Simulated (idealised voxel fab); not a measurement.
process module | voxel spacer lines
cross-section cut | 285 nm wide | cells 5 nm
A cross-section is a grid of square cells, given in bands from the top down. A band is one or more rows of cells.
Each band's line starts with the height of the band's top and of its bottom, in nm. Then come its materials from left to right, each with its width in nm. One material with "throughout" fills the band from edge to edge. "air" is empty space.
Height 0 is the level under which the wafer as received is all one material. The lowest band goes on downwards, as in "0 down".
A width such as "30 to 40" changes by the same amount from each row of cells to the next, from the band's top row to its bottom row.
"no change" after a step means that no cell of the cross-section changed.
closed voids: empty space of 8 cells or more with no open way to the top, each as width x height at its distance from the left edge, in nm
after a step's settings: what the simulator itself notes on the step
overlay nm, on a step with a mask: how far to the right of its planned place the mask lay; to the left if negative
plan
1 op RECEIVE | material Si
2 op CONFORMAL_DEP | material Al2O3 | thk nm 10
3 op DIRECTIONAL_DEP | material W | thk nm 10
4 op DIRECTIONAL_DEP | material polySi | thk nm 30
5 op PATTERN | tone cover | mask id MANDREL | material resist | width nm 20 | pitch nm 60 | thk nm 40 | overlay nm 0
6 op DIRECTIONAL_ETCH | etch materials polySi | depth nm 30
7 op STRIP | etch materials resist
8 op CONFORMAL_DEP | material SiO2 | thk nm 10
9 op DIRECTIONAL_ETCH | etch materials SiO2 | depth nm 10
10 op STRIP | etch materials polySi
11 op DIRECTIONAL_ETCH | etch materials W | depth nm 5
12 op STRIP | etch materials SiO2
varied across the wafers: depth nm of step 11. The plan shows the first wafer's value. All wafers start alike
first wafer as received, after step 1
  0 down: Si throughout
  closed voids: none
first wafer at the end, after step 12
  20 to 15: air 90 | W 10 | air 20 | W 10 | air 20 | W 10 | air 20 | W 10 | air 95
  15 to 10: W throughout
  10 to 0: Al2O3 throughout
  0 down: Si throughout
  closed voids: none
last wafer at the end
  20 to 10: air 90 | W 10 | air 20 | W 10 | air 20 | W 10 | air 20 | W 10 | air 95
  10 to 0: Al2O3 throughout
  0 down: Si throughout
  closed voids: none
each wafer at the end: cells of each material gained (+) or lost (-) since it was received, then its closed voids
depth nm 5 | +114 Al2O3 | +65 W | closed voids: none
depth nm 10 | +114 Al2O3 | +16 W | closed voids: none
depth nm 15 | +114 Al2O3 | +16 W | closed voids: none
depth nm 20 | +114 Al2O3 | +16 W | closed voids: none
depth nm 25 | +114 Al2O3 | +16 W | closed voids: none
